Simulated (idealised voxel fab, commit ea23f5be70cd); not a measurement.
process module | voxel self aligned contacts
160 nm wide, 5 nm square cells: that's cross-section cut.
Cross-section layout: square cells on a grid; listed as bands, top to bottom; a band spans one or more cell rows.
Quick guide to a band line: top height, bottom height (nm) up front; then every material left to right with its width in nm. Only one material and it's marked "throughout"? Then it fills the band edge to edge. And "empty" just means empty space.
Where do heights start? At 0: under that level the wafer as delivered is made of one material only. And the lowest band has no floor; it just carries on downward, as in "top 0, no bottom".
Note: "30..40" means the width goes from the first number (top row of the band) to the second number (bottom row) in equal steps per row of cells.
The cross-section has no changed cell in any step marked "no modification".
The entry titled "Non-vented voids" provides the empty spaces that have no open way to the top, restricted to those of 8 cells or more. Each is presented as width x height at distance, the distance being measured from the left edge, with all three in nm.
Past the settings on a step's line: simulator remark, on that step.
When a step includes a mask, the "overlay nm" setting on its line states how far to the right of its planned place that mask lay, and negative values state how far to the left.

List of planned process steps
step 1: op RECEIVE | material Si
step 2: op OXIDIZE | depth nm 5
step 3: op DIRECTIONAL_DEP | material polySi | thk nm 25
step 4: op DIRECTIONAL_DEP | material SiN | thk nm 20
step 5: op PATTERN | tone cover | mask id GATE | material resist | width nm 35 | pitch nm 70 | thk nm 15 | overlay nm 0
step 6: op DIRECTIONAL_ETCH | etch materials SiN | depth nm 20
step 7: op DIRECTIONAL_ETCH | etch materials polySi | depth nm 25
step 8: op STRIP | etch materials resist
step 9: op CONFORMAL_DEP | material SiN | thk nm 5
step 10: op DIRECTIONAL_ETCH | etch materials SiN | depth nm 5
step 11: op FILL_DEP | material SiO2 | thk nm 15
step 12: op CMP | height nm 50
step 13: op PATTERN | tone open | mask id CONTACT | material resist | width nm 45 | thk nm 15 | overlay nm 0
step 14: op DIRECTIONAL_ETCH | etch materials SiO2 | depth nm 55
step 15: op STRIP | etch materials resist
step 16: op CONFORMAL_DEP | material TiN | thk nm 5
step 17: op FILL_DEP | material Ru | thk nm 10
step 18: op CMP | height nm 50
step 19: op CONFORMAL_DEP | material SiN | thk nm 5

This is the cross-section of the wafer as we received it, i.e. after step 1
top 0, no bottom = Si throughout
Non-vented voids: none

Final wafer profile in cross-section after the module, from the same start and plan as above, with one mistake made during processing
top 55, bottom 50 = SiN throughout
top 50, bottom 45 = SiO2 55  TiN 45  SiO2 60
top 45, bottom 25 = SiN 30  SiO2 25  SiN 45  SiO2 25  SiN 35
top 25, bottom 0 = polySi 25  SiN 5  SiO2 25  SiN 5  polySi 35  SiN 5  SiO2 25  SiN 5  polySi 30
top 0, bottom -5 = SiO2 throughout
top -5, no bottom = Si throughout
Non-vented voids: none
Error vs. plan: step 5, actual vs plan mismatch, actual run op PATTERN | tone open | mask id GATE | material resist | width nm 35 | pitch nm 70 | thk nm 15 | overlay nm 0
